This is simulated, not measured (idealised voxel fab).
Title: Process Module voxel wiring stack
Shown is cross-section cut, with a width of 240 nm and square cells of size 5 nm.
A cross-section in this document is a grid of square cells, and it is written down as bands, the top band listed before the ones below it; a band is made up of one or more rows of cells.
Per band: top height and bottom height in nm, followed by the left-to-right materials and their widths in nm; "all across" marks a single material spanning edge to edge, "empty" marks empty space.
Beneath 0, the wafer as received is one material, and that level is where height counting begins. The lowest band goes on downward without a bottom; it is written like "top 0, no bottom".
Width spec "30..40" -> top row of cells at first value, bottom row at second value, equal per-row change in between.
Step marked "remained the same"? Then no cell in the cross-section changed in it.
"Closed voids list" lists enclosed empty spaces (at least 8 cells, no open path upward to the top), each as width x height at distance from the left edge, in nm.
Text after the settings on a step's line: the simulator's own remark on that step.
A step's line can hold "overlay nm"; with a mask on that step, the setting says how far right of the planned place the mask lay, while a negative setting says it lay to the left.

Process steps foreseen in the plan
1) RECEIVE,material Si
2) CONFORMAL_DEP,material SiO2,thk nm 15
3) DIRECTIONAL_DEP,material TiN,thk nm 5
4) DIRECTIONAL_DEP,material Ru,thk nm 15
5) PATTERN,tone cover,mask id METAL_1,material resist,width nm 25,pitch nm 55,thk nm 15,overlay nm 0
6) DIRECTIONAL_ETCH,etch materials Ru,depth nm 15
7) DIRECTIONAL_ETCH,etch materials TiN,depth nm 5
8) STRIP,etch materials resist
9) CONFORMAL_DEP,material SiCN,thk nm 5
10) FILL_DEP,material lowk,thk nm 5
11) CMP,height nm 35
12) CONFORMAL_DEP,material SiCN,thk nm 5
13) DIRECTIONAL_DEP,material SiO2,thk nm 30
14) DIRECTIONAL_DEP,material aC,thk nm 10
15) PATTERN,tone open,mask id METAL_2_HOLES,material resist,width nm 15,pitch nm 55,thk nm 25,overlay nm 0
16) DIRECTIONAL_ETCH,etch materials aC,depth nm 10
17) STRIP,etch materials resist
18) DIRECTIONAL_ETCH,etch materials SiO2,depth nm 30
19) STRIP,etch materials aC
20) DIRECTIONAL_DEP,material aC,thk nm 15
21) PATTERN,tone open,mask id METAL_2,material resist,width nm 25,pitch nm 55,thk nm 35,overlay nm 0
22) DIRECTIONAL_ETCH,etch materials aC,depth nm 15
23) STRIP,etch materials resist
24) DIRECTIONAL_ETCH,etch materials SiO2,depth nm 15
25) DIRECTIONAL_ETCH,etch materials SiCN,depth nm 5
26) STRIP,etch materials aC
27) CONFORMAL_DEP,material TiN,thk nm 5
28) FILL_DEP,material Ru,thk nm 5
29) CMP,height nm 70
30) CONFORMAL_DEP,material SiCN,thk nm 5

Wafer as received: cross-section following step 1
> top 0, no bottom  Si all across
> Closed voids list: none

What the wafer looks like in cross-section after this module, when it starts as shown above and follows the plan above but one mistake is made in running it
> top 75, bottom 70  SiCN all across
> top 70, bottom 60  SiO2=50; TiN=5; Ru=15; TiN=5; SiO2=30; TiN=5; Ru=15; TiN=5; SiO2=30; TiN=5; Ru=15; TiN=5; SiO2=55
> top 60, bottom 55  SiO2=50; TiN=5; Ru=5; TiN=15; SiO2=30; TiN=5; Ru=5; TiN=15; SiO2=30; TiN=5; Ru=5; TiN=15; SiO2=55
> top 55, bottom 40  SiO2=50; TiN=5; Ru=5; TiN=5; SiO2=40; TiN=5; Ru=5; TiN=5; SiO2=40; TiN=5; Ru=5; TiN=5; SiO2=65
> top 40, bottom 35  SiCN=50; TiN=15; SiCN=40; TiN=15; SiCN=40; TiN=15; SiCN=65
> top 35, bottom 30  lowk=45; SiCN=35; lowk=20; SiCN=35; lowk=20; SiCN=35; lowk=50
> top 30, bottom 20  lowk=45; SiCN=5; Ru=25; SiCN=5; lowk=20; SiCN=5; Ru=25; SiCN=5; lowk=20; SiCN=5; Ru=25; SiCN=5; lowk=50
> top 20, bottom 15  SiCN=50; TiN=25; SiCN=30; TiN=25; SiCN=30; TiN=25; SiCN=55
> top 15, bottom 0  SiO2 all across
> top 0, no bottom  Si all across
> Closed voids list: none
In executing the process, a mistake was made relative to the plan: in deviation from the planned setting, step 4 was conducted as DIRECTIONAL_DEP,material Ru,thk nm 10
